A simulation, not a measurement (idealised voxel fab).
process module | voxel self aligned contacts
cross-section cut | 300 nm wide | cells 5 nm
A cross-section is a grid of square cells, given in bands from the top down. A band is one or more rows of cells.
Each band's line starts with the height of the band's top and of its bottom, in nm. Then come its materials from left to right, each with its width in nm. One material with "throughout" fills the band from edge to edge. "air" is empty space.
Height 0 is the level under which the wafer as received is all one material. The lowest band goes on downwards, as in "0 down".
A width such as "30 to 40" changes by the same amount from each row of cells to the next, from the band's top row to its bottom row.
"no change" after a step means that no cell of the cross-section changed.
closed voids: empty space of 8 cells or more with no open way to the top, each as width x height at its distance from the left edge, in nm
after a step's settings: what the simulator itself notes on the step
overlay nm, on a step with a mask: how far to the right of its planned place the mask lay; to the left if negative
plan
1 op RECEIVE | material Si
2 op OXIDIZE | depth nm 5
3 op DIRECTIONAL_DEP | material polySi | thk nm 25
4 op DIRECTIONAL_DEP | material SiN | thk nm 25
5 op PATTERN | tone cover | mask id GATE | material resist | width nm 25 | pitch nm 65 | thk nm 15 | overlay nm 0
6 op DIRECTIONAL_ETCH | etch materials SiN | depth nm 25
7 op DIRECTIONAL_ETCH | etch materials polySi | depth nm 25
8 op STRIP | etch materials resist
9 op CONFORMAL_DEP | material SiN | thk nm 10
10 op DIRECTIONAL_ETCH | etch materials SiN | depth nm 10
11 op FILL_DEP | material SiO2 | thk nm 15
12 op CMP | height nm 60
13 op MASKED_ETCH | tone open | mask id CONTACT | width nm 50 | etch materials SiO2 | depth nm 65 | overlay nm 0
14 op CONFORMAL_DEP | material TiN | thk nm 5
15 op FILL_DEP | material Ru | thk nm 5
16 op CMP | height nm 60
17 op CONFORMAL_DEP | material SiCN | thk nm 5
first wafer, as planned
as received, after step 1
  0 down: Si throughout
  closed voids: none
after step 2
  0 to -5: SiO2 throughout
  below -5: unchanged
after step 3
  25 to 0: polySi throughout
  below 0: unchanged
after step 4
  50 to 25: SiN throughout
  below 25: unchanged
after step 5
  65 to 50: air 105 | resist 25 | air 40 | resist 25 | air 105
  below 50: unchanged
after step 6
  65 to 50: air 105 | resist 25 | air 40 | resist 25 | air 105
  50 to 25: air 105 | SiN 25 | air 40 | SiN 25 | air 105
  below 25: unchanged
after step 7
  65 to 50: air 105 | resist 25 | air 40 | resist 25 | air 105
  50 to 25: air 105 | SiN 25 | air 40 | SiN 25 | air 105
  25 to 0: air 105 | polySi 25 | air 40 | polySi 25 | air 105
  below 0: unchanged
after step 8
  50 to 25: air 105 | SiN 25 | air 40 | SiN 25 | air 105
  below 25: unchanged
after step 9
  60 to 25: air 95 | SiN 45 | air 20 | SiN 45 | air 95
  25 to 10: air 95 | SiN 10 | polySi 25 | SiN 10 | air 20 | SiN 10 | polySi 25 | SiN 10 | air 95
  10 to 0: SiN 105 | polySi 25 | SiN 40 | polySi 25 | SiN 105
  below 0: unchanged
after step 10
  50 to 25: air 95 | SiN 45 | air 20 | SiN 45 | air 95
  25 to 0: air 95 | SiN 10 | polySi 25 | SiN 10 | air 20 | SiN 10 | polySi 25 | SiN 10 | air 95
  below 0: unchanged
after step 11
  65 to 50: SiO2 throughout
  50 to 25: SiO2 95 | SiN 45 | SiO2 20 | SiN 45 | SiO2 95
  25 to 0: SiO2 95 | SiN 10 | polySi 25 | SiN 10 | SiO2 20 | SiN 10 | polySi 25 | SiN 10 | SiO2 95
  below 0: unchanged
after step 12
  60 to 50: SiO2 throughout
  below 50: unchanged
after step 13
  60 to 50: SiO2 125 | air 50 | SiO2 125
  50 to 25: SiO2 95 | SiN 45 | air 20 | SiN 45 | SiO2 95
  25 to 0: SiO2 95 | SiN 10 | polySi 25 | SiN 10 | air 20 | SiN 10 | polySi 25 | SiN 10 | SiO2 95
  0 to -5: SiO2 140 | air 20 | SiO2 140
  below -5: unchanged
after step 14
  65 to 60: TiN 130 | air 40 | TiN 130
  60 to 50: SiO2 125 | TiN 5 to 20 | air 40 to 10 | TiN 5 to 20 | SiO2 125
  50 to 25: SiO2 95 | SiN 45 | TiN 5 | air 10 | TiN 5 | SiN 45 | SiO2 95
  25 to 0: SiO2 95 | SiN 10 | polySi 25 | SiN 10 | TiN 5 | air 10 | TiN 5 | SiN 10 | polySi 25 | SiN 10 | SiO2 95
  0 to -5: SiO2 140 | TiN 20 | SiO2 140
  below -5: unchanged
after step 15
  70 to 65: Ru throughout
  65 to 60: TiN 130 | Ru 40 | TiN 130
  60 to 50: SiO2 125 | TiN 5 to 20 | Ru 40 to 10 | TiN 5 to 20 | SiO2 125
  50 to 25: SiO2 95 | SiN 45 | TiN 5 | Ru 10 | TiN 5 | SiN 45 | SiO2 95
  25 to 0: SiO2 95 | SiN 10 | polySi 25 | SiN 10 | TiN 5 | Ru 10 | TiN 5 | SiN 10 | polySi 25 | SiN 10 | SiO2 95
  below 0: unchanged
after step 16
  60 to 50: SiO2 125 | TiN 5 to 20 | Ru 40 to 10 | TiN 5 to 20 | SiO2 125
  below 50: unchanged
after step 17
  65 to 60: SiCN throughout
  below 60: unchanged
second wafer: like start, like plan, one mistake. Through step 2 it matches the first wafer
when step 3 should have ended
  35 to 0: polySi throughout
  below 0: unchanged
when step 4 should have ended
  60 to 35: SiN throughout
  below 35: unchanged
when step 5 should have ended
  75 to 60: air 105 | resist 25 | air 40 | resist 25 | air 105
  below 60: unchanged
when step 6 should have ended
  75 to 60: air 105 | resist 25 | air 40 | resist 25 | air 105
  60 to 35: air 105 | SiN 25 | air 40 | SiN 25 | air 105
  below 35: unchanged
when step 7 should have ended
  75 to 60: air 105 | resist 25 | air 40 | resist 25 | air 105
  60 to 35: air 105 | SiN 25 | air 40 | SiN 25 | air 105
  35 to 10: air 105 | polySi 25 | air 40 | polySi 25 | air 105
  below 10: unchanged
when step 8 should have ended
  60 to 35: air 105 | SiN 25 | air 40 | SiN 25 | air 105
  below 35: unchanged
when step 9 should have ended
  70 to 35: air 95 | SiN 45 | air 20 | SiN 45 | air 95
  35 to 20: air 95 | SiN 10 | polySi 25 | SiN 10 | air 20 | SiN 10 | polySi 25 | SiN 10 | air 95
  20 to 10: SiN 105 | polySi 25 | SiN 40 | polySi 25 | SiN 105
  below 10: unchanged
when step 10 should have ended
  60 to 35: air 95 | SiN 45 | air 20 | SiN 45 | air 95
  35 to 10: air 95 | SiN 10 | polySi 25 | SiN 10 | air 20 | SiN 10 | polySi 25 | SiN 10 | air 95
  below 10: unchanged
when step 11 should have ended
  75 to 60: SiO2 throughout
  60 to 35: SiO2 95 | SiN 45 | SiO2 20 | SiN 45 | SiO2 95
  35 to 10: SiO2 95 | SiN 10 | polySi 25 | SiN 10 | SiO2 20 | SiN 10 | polySi 25 | SiN 10 | SiO2 95
  below 10: unchanged
when step 12 should have ended
  60 to 35: SiO2 95 | SiN 45 | SiO2 20 | SiN 45 | SiO2 95
  below 35: unchanged
when step 13 should have ended
  60 to 35: SiO2 95 | SiN 45 | air 20 | SiN 45 | SiO2 95
  35 to 10: SiO2 95 | SiN 10 | polySi 25 | SiN 10 | air 20 | SiN 10 | polySi 25 | SiN 10 | SiO2 95
  below 10: unchanged
when step 14 should have ended
  65 to 60: TiN 145 | air 10 | TiN 145
  60 to 35: SiO2 95 | SiN 45 | TiN 5 | air 10 | TiN 5 | SiN 45 | SiO2 95
  35 to 15: SiO2 95 | SiN 10 | polySi 25 | SiN 10 | TiN 5 | air 10 | TiN 5 | SiN 10 | polySi 25 | SiN 10 | SiO2 95
  15 to 10: SiO2 95 | SiN 10 | polySi 25 | SiN 10 | TiN 20 | SiN 10 | polySi 25 | SiN 10 | SiO2 95
  below 10: unchanged
when step 15 should have ended
  70 to 65: Ru throughout
  65 to 60: TiN 145 | Ru 10 | TiN 145
  60 to 35: SiO2 95 | SiN 45 | TiN 5 | Ru 10 | TiN 5 | SiN 45 | SiO2 95
  35 to 15: SiO2 95 | SiN 10 | polySi 25 | SiN 10 | TiN 5 | Ru 10 | TiN 5 | SiN 10 | polySi 25 | SiN 10 | SiO2 95
  below 15: unchanged
when step 16 should have ended
  60 to 35: SiO2 95 | SiN 45 | TiN 5 | Ru 10 | TiN 5 | SiN 45 | SiO2 95
  below 35: unchanged
when step 17 should have ended
  65 to 60: SiCN throughout
  below 60: unchanged
what went wrong: step 3 ran as: op DIRECTIONAL_DEP | material polySi | thk nm 35
at the end the second wafer has, in cells: 12 fewer of Ru | 96 fewer of SiO2 | 12 fewer of TiN | 120 more of polySi
